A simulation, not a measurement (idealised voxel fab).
Process module, titled voxel released beams
165 nm wide, 5 nm square cells: that's cross-section cut.
The cross-sections in this document take the form of a grid made of square cells. They are written out as bands, in order from top to bottom. Each band consists of one or more rows of cells.
Top height, bottom height, nm. Materials left to right, width each, nm. Single material + "edge to edge" = fills band edge to edge. "empty" = empty.
Beneath 0, the wafer as received is one material, and that level is where height counting begins. The lowest band goes on downward without a bottom; it is written like "from 0 down".
It should be noted that a width expressed as "30 to 40" varies in equal increments from row to row of cells within the band, taking the value of the first number at the top row and that of the second number at the bottom row.
It should be understood that the words "left unchanged", when stated for a given step, signify that the cross-section underwent no change in any of its cells during that step.
The list in "Entrapped void list" covers empty spaces of 8 cells or more that cannot reach the top through any open way, and it gives each as width x height at distance; the distance is from the left edge, and width, height and distance are in nm.
Heads up: the bit after the settings on a step's line is the simulator's remark on that step.
Among the settings permitted on a step's line is "overlay nm"; applied to a step with a mask, it specifies the extent to which the mask lay to the right of its planned position, whereas a negative figure signifies a position to the left.

The planned process steps are enumerated hereunder:
- 1: RECEIVE: material Si
- 2: CONFORMAL_DEP: material SiN, thk nm 5
- 3: DIRECTIONAL_DEP: material SiO2, thk nm 20
- 4: DIRECTIONAL_DEP: material aC, thk nm 15
- 5: PATTERN: tone open, mask id ANCHOR, material resist, width nm 30, thk nm 30, overlay nm 0
- 6: DIRECTIONAL_ETCH: etch materials aC, depth nm 15
- 7: STRIP: etch materials resist
- 8: DIRECTIONAL_ETCH: etch materials SiO2, depth nm 20
- 9: STRIP: etch materials aC
- 10: CONFORMAL_DEP: material polySi, thk nm 10
- 11: PATTERN: tone cover, mask id BEAM, material resist, width nm 75, thk nm 15, overlay nm 0
- 12: DIRECTIONAL_ETCH: etch materials polySi, depth nm 10
- 13: STRIP: etch materials resist
- 14: STRIP: etch materials SiO2

As-received state of the wafer in cross-section, equivalent to post-step 1:
    from 0 down | Si edge to edge
    Entrapped void list: none

End state of the module in cross-section, given the above starting point and plan and one mistake in execution:
    from 35 to 25 | empty (45) | polySi (10) | empty (10) | polySi (45) | empty (55)
    from 25 to 15 | empty (45) | polySi (10) | empty (10) | polySi (10) | empty (90)
    from 15 to 5 | empty (45) | polySi (30) | empty (90)
    from 5 to 0 | SiN edge to edge
    from 0 down | Si edge to edge
    Entrapped void list: none
What went wrong in running the wafer? step 11 ran as: PATTERN: tone cover, mask id BEAM, material resist, width nm 65, thk nm 15, overlay nm 0
